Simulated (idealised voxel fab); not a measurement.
process module | voxel self aligned vias
cross-section cut | 245 nm wide | cells 5 nm
A cross-section is a grid of square cells, given in bands from the top down. A band is one or more rows of cells.
Each band's line starts with the height of the band's top and of its bottom, in nm. Then come its materials from left to right, each with its width in nm. One material with "throughout" fills the band from edge to edge. "air" is empty space.
Height 0 is the level under which the wafer as received is all one material. The lowest band goes on downwards, as in "0 down".
A width such as "30 to 40" changes by the same amount from each row of cells to the next, from the band's top row to its bottom row.
"no change" after a step means that no cell of the cross-section changed.
closed voids: empty space of 8 cells or more with no open way to the top, each as width x height at its distance from the left edge, in nm
after a step's settings: what the simulator itself notes on the step
overlay nm, on a step with a mask: how far to the right of its planned place the mask lay; to the left if negative
plan
1 op RECEIVE | material Si
2 op CONFORMAL_DEP | material SiO2 | thk nm 15
3 op CONFORMAL_DEP | material SiCN | thk nm 5
4 op DIRECTIONAL_DEP | material lowk | thk nm 25
5 op DIRECTIONAL_DEP | material aC | thk nm 15
6 op PATTERN | tone open | mask id LINES | material resist | width nm 20 | pitch nm 70 | thk nm 30 | overlay nm 0
7 op DIRECTIONAL_ETCH | etch materials aC | depth nm 15
8 op STRIP | etch materials resist
9 op DIRECTIONAL_ETCH | etch materials lowk | depth nm 25
10 op STRIP | etch materials aC
11 op CONFORMAL_DEP | material TiN | thk nm 5
12 op FILL_DEP | material W | thk nm 10
13 op CMP | height nm 45
14 op SELECTIVE_ETCH | etch materials W Ru TiN | depth nm 10
15 op FILL_DEP | material SiN | thk nm 5
16 op CMP | height nm 45
17 op DIRECTIONAL_DEP | material lowk | thk nm 20
18 op DIRECTIONAL_DEP | material aC | thk nm 15
19 op PATTERN | tone open | mask id VIAS | material resist | width nm 40 | pitch nm 70 | thk nm 35 | overlay nm 0
20 op DIRECTIONAL_ETCH | etch materials aC | depth nm 15
21 op STRIP | etch materials resist
22 op DIRECTIONAL_ETCH | etch materials lowk | depth nm 20
23 op DIRECTIONAL_ETCH | etch materials SiN | depth nm 10
24 op STRIP | etch materials aC
25 op CONFORMAL_DEP | material TiN | thk nm 5
26 op FILL_DEP | material Cu | thk nm 5
27 op CMP | height nm 65
28 op CONFORMAL_DEP | material SiCN | thk nm 5
as received, after step 1
  0 down: Si throughout
  closed voids: none
first wafer at the end, as planned
  70 to 65: SiCN throughout
  65 to 50: lowk 30 | TiN 5 | Cu 30 | TiN 5 | lowk 30 | TiN 5 | Cu 30 | TiN 5 | lowk 30 | TiN 5 | Cu 30 | TiN 5 | lowk 35
  50 to 40: lowk 30 to 40 | TiN 15 to 5 | Cu 10 | TiN 15 to 5 | lowk 30 to 50 | TiN 15 to 5 | Cu 10 | TiN 15 to 5 | lowk 30 to 50 | TiN 15 to 5 | Cu 10 | TiN 15 to 5 | lowk 35 to 45
  40 to 35: lowk 40 | TiN 20 | lowk 50 | TiN 20 | lowk 50 | TiN 20 | lowk 45
  35 to 25: lowk 40 | TiN 5 | W 10 | TiN 5 | lowk 50 | TiN 5 | W 10 | TiN 5 | lowk 50 | TiN 5 | W 10 | TiN 5 | lowk 45
  25 to 20: lowk 40 | TiN 20 | lowk 50 | TiN 20 | lowk 50 | TiN 20 | lowk 45
  20 to 15: SiCN throughout
  15 to 0: SiO2 throughout
  0 down: Si throughout
  closed voids: none
second wafer at the end: like start, like plan, one mistake
  70 to 65: SiCN throughout
  65 to 50: lowk 30 | TiN 5 | Cu 30 | TiN 5 | lowk 30 | TiN 5 | Cu 30 | TiN 5 | lowk 30 | TiN 5 | Cu 30 | TiN 5 | lowk 35
  50 to 45: lowk 30 | TiN 40 | lowk 30 | TiN 40 | lowk 30 | TiN 40 | lowk 35
  45 to 40: SiCN throughout
  40 to 15: lowk throughout
  15 to 0: SiO2 throughout
  0 down: Si throughout
  closed voids: none
what went wrong: steps 3 and 4 were swapped
at the end the second wafer has, in cells: 12 fewer of Cu | 36 fewer of TiN | 12 fewer of W | 60 more of lowk
